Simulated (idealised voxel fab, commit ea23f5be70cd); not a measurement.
Presented below is a process module, voxel plated lines.
Xsec cut, 165 nm wide, square cell size 5 nm.
Throughout this document, each cross-section is represented as a grid of square cells and is presented as a sequence of bands enumerated from the top downward, where a band comprises one or more rows of cells. A band entry consists of two parts. The first gives the height of the band's top and the height of its bottom, in nm. The rest lists the band's materials from left to right, each with its width in nm. A single material labelled with the word "edge to edge" fills the band from edge to edge, and the word "air" marks empty space. All heights in this document are referenced to 0, defined as the level beneath which the wafer, as received, consists entirely of one material. The lowest band is not bounded below; it extends indefinitely downward and is written in the form "z 0 and below". A width such as "30->40" changes by the same amount from each row of cells to the next, from the band's top row to its bottom row. No cell of the cross-section changed in a step that is given as "remained the same". "Encapsulated voids" contains a list of empty spaces, each no smaller than 8 cells and without an open way to the top, written in the form width x height at distance with the distance from the left edge and all three in nm. What comes after the settings on a step's line is commentary from the simulator itself on that step. The line of a step may include "overlay nm". On a step with a mask, this value is how far to the right of its planned place the mask lay. A negative value means the mask lay to the left.

Planned step list for the process:
1,RECEIVE (material Si)
2,CONFORMAL_DEP (material Al2O3; thk nm 10)
3,DIRECTIONAL_DEP (material TiN; thk nm 5)
4,PATTERN (tone open; mask id LINES; material resist; width nm 15; pitch nm 40; thk nm 35; overlay nm 0)
5,EPI (material Ru; thk nm 5)
6,EPI (material Ru; thk nm 10)
7,EPI (material Ru; thk nm 10)
8,STRIP (etch materials resist)
9,DIRECTIONAL_ETCH (etch materials TiN; depth nm 5)
10,CONFORMAL_DEP (material SiO2; thk nm 10)

Cross-section of the incoming wafer, state after step 1:
- z 0 and below = Si edge to edge
- Encapsulated voids: none

Looking at the first of two wafers in cross-section at end of module - ran to plan:
- z 50 to 40 = air=25, SiO2=35, air=5, SiO2=35, air=5, SiO2=35, air=25
- z 40 to 20 = air=25, SiO2=10, Ru=15, SiO2=10, air=5, SiO2=10, Ru=15, SiO2=10, air=5, SiO2=10, Ru=15, SiO2=10, air=25
- z 20 to 15 = SiO2=35, Ru=15, SiO2=25, Ru=15, SiO2=25, Ru=15, SiO2=35
- z 15 to 10 = SiO2=35, TiN=15, SiO2=25, TiN=15, SiO2=25, TiN=15, SiO2=35
- z 10 to 0 = Al2O3 edge to edge
- z 0 and below = Si edge to edge
- Encapsulated voids: none

Here's the second of our two wafers sectioned at module end. Same start as the first, same plan, but one mistake got made running it:
- z 50 to 40 = air=35, SiO2=35, air=5, SiO2=35, air=5, SiO2=35, air=15
- z 40 to 20 = air=35, SiO2=10, Ru=15, SiO2=10, air=5, SiO2=10, Ru=15, SiO2=10, air=5, SiO2=10, Ru=15, SiO2=10, air=15
- z 20 to 15 = SiO2=45, Ru=15, SiO2=25, Ru=15, SiO2=25, Ru=15, SiO2=25
- z 15 to 10 = SiO2=45, TiN=15, SiO2=25, TiN=15, SiO2=25, TiN=15, SiO2=25
- z 10 to 0 = Al2O3 edge to edge
- z 0 and below = Si edge to edge
- Encapsulated voids: none
Here's what went sideways: it should be noted that step 4 was executed with settings other than those planned, the operation and settings actually applied being PATTERN (tone open; mask id LINES; material resist; width nm 15; pitch nm 40; thk nm 35; overlay nm 10)
So at the finish, the second wafer's got exactly as many cells of each material as the first, just not in the same spots.
